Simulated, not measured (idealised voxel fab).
The following process module bears the name voxel capacitor over wiring.
This is section cut - it's 205 nm across, gridded in 5 nm square cells.
Just so we're on the same page, the cross-sections are grids of square cells, and they're listed out in bands top to bottom, each band one or more rows deep.
Band: top and bottom heights (nm) first, top before bottom; then materials from left to right, widths in nm. "all across" marks a sole material filling the band edge to edge. "air" denotes empty space.
We count height from 0. Below that, the starting wafer is all one material. The lowest band never ends at the bottom but goes on down; see "0..down" for how that is written.
Width spec "30 to 40" -> top row of cells at first value, bottom row at second value, equal per-row change in between.
When a step is marked "nothing changed", none of the cells in the cross-section changed during that step.
Under "Enclosed internal voids" you'll find the enclosed gaps, the ones with no way out to the top, that are 8 cells or bigger; each reads width x height at distance, with distance counted from the left edge, everything in nm.
Heads up: the bit after the settings on a step's line is the simulator's remark on that step.
overlay nm: step with mask; distance mask lay right of planned place; negative value = left of planned place.
Intended process steps:
1 RECEIVE [material Si]
2 CONFORMAL_DEP [material SiO2] [thk nm 10]
3 DIRECTIONAL_DEP [material TiN] [thk nm 5]
4 DIRECTIONAL_DEP [material W] [thk nm 15]
5 MASKED_ETCH [tone cover] [mask id METAL_1] [width nm 25] [pitch nm 90] [etch materials W] [depth nm 15] [overlay nm 0]
6 MASKED_ETCH [tone cover] [mask id METAL_1] [width nm 25] [pitch nm 90] [etch materials TiN] [depth nm 5] [overlay nm 0]
7 FILL_DEP [material lowk] [thk nm 10]
8 CMP [height nm 30]
9 CONFORMAL_DEP [material SiCN] [thk nm 5]
10 DIRECTIONAL_DEP [material SiO2] [thk nm 10]
11 DIRECTIONAL_DEP [material aC] [thk nm 15]
12 PATTERN [tone open] [mask id PLUG_1] [material resist] [width nm 15] [thk nm 30] [overlay nm 0]
13 DIRECTIONAL_ETCH [etch materials aC] [depth nm 15]
14 STRIP [etch materials resist]
15 DIRECTIONAL_ETCH [etch materials SiO2] [depth nm 10]
16 DIRECTIONAL_ETCH [etch materials SiCN] [depth nm 5]
17 STRIP [etch materials aC]
18 EPI [material Ru] [thk nm 10]
19 EPI [material Ru] [thk nm 5]
20 DIRECTIONAL_DEP [material TiN] [thk nm 10]
21 DIRECTIONAL_DEP [material SiN] [thk nm 5]
22 DIRECTIONAL_DEP [material TiN] [thk nm 5]
23 PATTERN [tone cover] [mask id UPPER_PLATE] [material resist] [width nm 70] [thk nm 15] [overlay nm 0]
24 DIRECTIONAL_ETCH [etch materials TiN] [depth nm 5]
25 DIRECTIONAL_ETCH [etch materials SiN] [depth nm 5]
26 STRIP [etch materials resist]
27 PATTERN [tone cover] [mask id LOWER_PLATE] [material resist] [width nm 80] [thk nm 15] [overlay nm 0]
28 DIRECTIONAL_ETCH [etch materials TiN] [depth nm 10]
29 STRIP [etch materials resist]
30 FILL_DEP [material SiO2] [thk nm 15]
31 CMP [height nm 75]
32 MASKED_ETCH [tone open] [mask id PLUG_2] [width nm 15] [etch materials SiO2] [depth nm 10] [overlay nm 0]
33 CONFORMAL_DEP [material TiN] [thk nm 5]
34 FILL_DEP [material Cu] [thk nm 5]
35 CMP [height nm 75]
36 CONFORMAL_DEP [material SiN] [thk nm 5]
Concerning the first of two wafers, which was run in accordance with the plan:
Wafer cross-section on receipt, i.e. after step 1:
- 0..down | Si all across
- Enclosed internal voids: none
Cross-section of the wafer subsequent to step 2:
- 10..0 | SiO2 all across
- Heights below 0 show no change.
Cross-section of the wafer subsequent to step 3:
- 15..10 | TiN all across
- Heights below 10 show no change.
Cross-section of the wafer subsequent to step 4:
- 30..15 | W all across
- Heights below 15 show no change.
Cross-section of the wafer subsequent to step 5:
- 30..15 | air 45 nm; W 25 nm; air 65 nm; W 25 nm; air 45 nm
- Heights below 15 show no change.
Cross-section of the wafer subsequent to step 6:
- 30..15 | air 45 nm; W 25 nm; air 65 nm; W 25 nm; air 45 nm
- 15..10 | air 45 nm; TiN 25 nm; air 65 nm; TiN 25 nm; air 45 nm
- Heights below 10 show no change.
Cross-section of the wafer subsequent to step 7:
- 40..30 | lowk all across
- 30..15 | lowk 45 nm; W 25 nm; lowk 65 nm; W 25 nm; lowk 45 nm
- 15..10 | lowk 45 nm; TiN 25 nm; lowk 65 nm; TiN 25 nm; lowk 45 nm
- Heights below 10 show no change.
Cross-section of the wafer subsequent to step 8:
- 30..15 | lowk 45 nm; W 25 nm; lowk 65 nm; W 25 nm; lowk 45 nm
- Heights below 15 show no change.
Cross-section of the wafer subsequent to step 9:
- 35..30 | SiCN all across
- Heights below 30 show no change.
Cross-section of the wafer subsequent to step 10:
- 45..35 | SiO2 all across
- Heights below 35 show no change.
Cross-section of the wafer subsequent to step 11:
- 60..45 | aC all across
- Heights below 45 show no change.
Cross-section of the wafer subsequent to step 12:
- 90..60 | resist 55 nm; air 15 nm; resist 135 nm
- Heights below 60 show no change.
Cross-section of the wafer subsequent to step 13:
- 75..60 | resist 55 nm; air 15 nm; resist 135 nm
- 60..45 | aC 55 nm; air 15 nm; aC 135 nm
- Heights below 45 show no change.
Cross-section of the wafer subsequent to step 14:
- 60..45 | aC 55 nm; air 15 nm; aC 135 nm
- Heights below 45 show no change.
Cross-section of the wafer subsequent to step 15:
- 60..45 | aC 55 nm; air 15 nm; aC 135 nm
- 45..35 | SiO2 55 nm; air 15 nm; SiO2 135 nm
- Heights below 35 show no change.
Cross-section of the wafer subsequent to step 16:
- 60..45 | aC 55 nm; air 15 nm; aC 135 nm
- 45..35 | SiO2 55 nm; air 15 nm; SiO2 135 nm
- 35..30 | SiCN 55 nm; air 15 nm; SiCN 135 nm
- Heights below 30 show no change.
Cross-section of the wafer subsequent to step 17:
- 45..35 | SiO2 55 nm; air 15 nm; SiO2 135 nm
- Heights below 35 show no change.
Cross-section of the wafer subsequent to step 18:
- 45..40 | SiO2 55 nm; air 15 nm; SiO2 135 nm
- 40..35 | SiO2 55 nm; Ru 15 nm; SiO2 135 nm
- 35..30 | SiCN 55 nm; Ru 15 nm; SiCN 135 nm
- Heights below 30 show no change.
Cross-section of the wafer subsequent to step 19:
- 45..35 | SiO2 55 nm; Ru 15 nm; SiO2 135 nm
- Heights below 35 show no change.
Cross-section of the wafer subsequent to step 20:
- 55..45 | TiN all across
- Heights below 45 show no change.
Cross-section of the wafer subsequent to step 21:
- 60..55 | SiN all across
- Heights below 55 show no change.
Cross-section of the wafer subsequent to step 22:
- 65..60 | TiN all across
- Heights below 60 show no change.
Cross-section of the wafer subsequent to step 23:
- 80..65 | air 55 nm; resist 70 nm; air 80 nm
- Heights below 65 show no change.
Cross-section of the wafer subsequent to step 24:
- 80..65 | air 55 nm; resist 70 nm; air 80 nm
- 65..60 | air 55 nm; TiN 70 nm; air 80 nm
- Heights below 60 show no change.
Cross-section of the wafer subsequent to step 25:
- 80..65 | air 55 nm; resist 70 nm; air 80 nm
- 65..60 | air 55 nm; TiN 70 nm; air 80 nm
- 60..55 | air 55 nm; SiN 70 nm; air 80 nm
- Heights below 55 show no change.
Cross-section of the wafer subsequent to step 26:
- 65..60 | air 55 nm; TiN 70 nm; air 80 nm
- Heights below 60 show no change.
Cross-section of the wafer subsequent to step 27:
- 80..65 | air 50 nm; resist 80 nm; air 75 nm
- 65..60 | air 50 nm; resist 5 nm; TiN 70 nm; resist 5 nm; air 75 nm
- 60..55 | air 50 nm; resist 5 nm; SiN 70 nm; resist 5 nm; air 75 nm
- Heights below 55 show no change.
Cross-section of the wafer subsequent to step 28:
- 80..65 | air 50 nm; resist 80 nm; air 75 nm
- 65..60 | air 50 nm; resist 5 nm; TiN 70 nm; resist 5 nm; air 75 nm
- 60..55 | air 50 nm; resist 5 nm; SiN 70 nm; resist 5 nm; air 75 nm
- 55..45 | air 50 nm; TiN 80 nm; air 75 nm
- Heights below 45 show no change.
Cross-section of the wafer subsequent to step 29:
- 65..60 | air 55 nm; TiN 70 nm; air 80 nm
- 60..55 | air 55 nm; SiN 70 nm; air 80 nm
- Heights below 55 show no change.
Cross-section of the wafer subsequent to step 30:
- 80..65 | SiO2 all across
- 65..60 | SiO2 55 nm; TiN 70 nm; SiO2 80 nm
- 60..55 | SiO2 55 nm; SiN 70 nm; SiO2 80 nm
- 55..45 | SiO2 50 nm; TiN 80 nm; SiO2 75 nm
- Heights below 45 show no change.
Cross-section of the wafer subsequent to step 31:
- 75..65 | SiO2 all across
- Heights below 65 show no change.
Cross-section of the wafer subsequent to step 32:
- 75..65 | SiO2 65 nm; air 15 nm; SiO2 125 nm
- Heights below 65 show no change.
Cross-section of the wafer subsequent to step 33:
- 80..75 | TiN 70 nm; air 5 nm; TiN 130 nm
- 75..70 | SiO2 65 nm; TiN 5 nm; air 5 nm; TiN 5 nm; SiO2 125 nm
- 70..60 | SiO2 65 to 55 nm; TiN 15 to 70 nm; SiO2 125 to 80 nm
- Heights below 60 show no change.
Cross-section of the wafer subsequent to step 34:
- 85..80 | Cu all across
- 80..75 | TiN 70 nm; Cu 5 nm; TiN 130 nm
- 75..70 | SiO2 65 nm; TiN 5 nm; Cu 5 nm; TiN 5 nm; SiO2 125 nm
- Heights below 70 show no change.
Cross-section of the wafer subsequent to step 35:
- 75..70 | SiO2 65 nm; TiN 5 nm; Cu 5 nm; TiN 5 nm; SiO2 125 nm
- Heights below 70 show no change.
Cross-section of the wafer subsequent to step 36:
- 80..75 | SiN all across
- Heights below 75 show no change.
Wafer two. Identical start, identical plan. One mistake in execution. Identical history through step 17:
Second wafer at the planned finish of step 18, seen in cross-section:
- 50..45 | air 50 nm; Ru 25 nm; air 130 nm
- 45..35 | SiO2 55 nm; Ru 15 nm; SiO2 135 nm
- 35..30 | SiCN 55 nm; Ru 15 nm; SiCN 135 nm
- Heights below 30 show no change.
Second wafer at the planned finish of step 19, seen in cross-section:
- 55..45 | air 45 nm; Ru 35 nm; air 125 nm
- Heights below 45 show no change.
Second wafer at the planned finish of step 20, seen in cross-section:
- 65..55 | air 45 nm; TiN 35 nm; air 125 nm
- 55..45 | TiN 45 nm; Ru 35 nm; TiN 125 nm
- Heights below 45 show no change.
Second wafer at the planned finish of step 21, seen in cross-section:
- 70..65 | air 45 nm; SiN 35 nm; air 125 nm
- 65..60 | air 45 nm; TiN 35 nm; air 125 nm
- 60..55 | SiN 45 nm; TiN 35 nm; SiN 125 nm
- Heights below 55 show no change.
Second wafer at the planned finish of step 22, seen in cross-section:
- 75..70 | air 45 nm; TiN 35 nm; air 125 nm
- 70..65 | air 45 nm; SiN 35 nm; air 125 nm
- 65..60 | TiN all across
- Heights below 60 show no change.
Second wafer at the planned finish of step 23, seen in cross-section:
- 90..75 | air 55 nm; resist 70 nm; air 80 nm
- 75..70 | air 45 nm; TiN 35 nm; resist 45 nm; air 80 nm
- 70..65 | air 45 nm; SiN 35 nm; resist 45 nm; air 80 nm
- Heights below 65 show no change.
Second wafer at the planned finish of step 24, seen in cross-section:
- 90..75 | air 55 nm; resist 70 nm; air 80 nm
- 75..70 | air 55 nm; TiN 25 nm; resist 45 nm; air 80 nm
- 70..65 | air 45 nm; SiN 35 nm; resist 45 nm; air 80 nm
- 65..60 | air 45 nm; TiN 80 nm; air 80 nm
- Heights below 60 show no change.
Second wafer at the planned finish of step 25, seen in cross-section:
- 90..75 | air 55 nm; resist 70 nm; air 80 nm
- 75..70 | air 55 nm; TiN 25 nm; resist 45 nm; air 80 nm
- 70..65 | air 55 nm; SiN 25 nm; resist 45 nm; air 80 nm
- 65..60 | air 45 nm; TiN 80 nm; air 80 nm
- 60..55 | air 45 nm; TiN 35 nm; SiN 45 nm; air 80 nm
- Heights below 55 show no change.
Second wafer at the planned finish of step 26, seen in cross-section:
- 75..70 | air 55 nm; TiN 25 nm; air 125 nm
- 70..65 | air 55 nm; SiN 25 nm; air 125 nm
- Heights below 65 show no change.
Second wafer at the planned finish of step 27, seen in cross-section:
- 90..75 | air 50 nm; resist 80 nm; air 75 nm
- 75..70 | air 50 nm; resist 5 nm; TiN 25 nm; resist 50 nm; air 75 nm
- 70..65 | air 50 nm; resist 5 nm; SiN 25 nm; resist 50 nm; air 75 nm
- 65..60 | air 45 nm; TiN 80 nm; resist 5 nm; air 75 nm
- 60..55 | air 45 nm; TiN 35 nm; SiN 45 nm; resist 5 nm; air 75 nm
- Heights below 55 show no change.
Second wafer at the planned finish of step 28, seen in cross-section:
- 90..75 | air 50 nm; resist 80 nm; air 75 nm
- 75..70 | air 50 nm; resist 5 nm; TiN 25 nm; resist 50 nm; air 75 nm
- 70..65 | air 50 nm; resist 5 nm; SiN 25 nm; resist 50 nm; air 75 nm
- 65..60 | air 50 nm; TiN 75 nm; resist 5 nm; air 75 nm
- 60..55 | air 50 nm; TiN 30 nm; SiN 45 nm; resist 5 nm; air 75 nm
- 55..45 | air 45 nm; Ru 35 nm; TiN 50 nm; air 75 nm
- Heights below 45 show no change.
Second wafer at the planned finish of step 29, seen in cross-section:
- 75..70 | air 55 nm; TiN 25 nm; air 125 nm
- 70..65 | air 55 nm; SiN 25 nm; air 125 nm
- 65..60 | air 50 nm; TiN 75 nm; air 80 nm
- 60..55 | air 50 nm; TiN 30 nm; SiN 45 nm; air 80 nm
- Heights below 55 show no change.
Second wafer at the planned finish of step 30, seen in cross-section:
- 90..75 | SiO2 all across
- 75..70 | SiO2 55 nm; TiN 25 nm; SiO2 125 nm
- 70..65 | SiO2 55 nm; SiN 25 nm; SiO2 125 nm
- 65..60 | SiO2 50 nm; TiN 75 nm; SiO2 80 nm
- 60..55 | SiO2 50 nm; TiN 30 nm; SiN 45 nm; SiO2 80 nm
- 55..45 | SiO2 45 nm; Ru 35 nm; TiN 50 nm; SiO2 75 nm
- Heights below 45 show no change.
Second wafer at the planned finish of step 31, seen in cross-section:
- 75..70 | SiO2 55 nm; TiN 25 nm; SiO2 125 nm
- Heights below 70 show no change.
Second wafer at the planned finish of step 32, seen in cross-section: nothing changed
Second wafer at the planned finish of step 33, seen in cross-section:
- 80..75 | TiN all across
- Heights below 75 show no change.
Second wafer at the planned finish of step 34, seen in cross-section:
- 85..80 | Cu all across
- Heights below 80 show no change.
Second wafer at the planned finish of step 35, seen in cross-section:
- 75..70 | SiO2 55 nm; TiN 25 nm; SiO2 125 nm
- Heights below 70 show no change.
Second wafer at the planned finish of step 36, seen in cross-section:
- 80..75 | SiN all across
- Heights below 75 show no change.
What was done differently from what was planned? the plan's step 18 ran twice
Bottom line after processing is that, in cells, the second wafer is up or down on some materials versus the first: Cu: 1 fewer, Ru: 14 more, SiO2: 8 fewer, TiN: 5 fewer
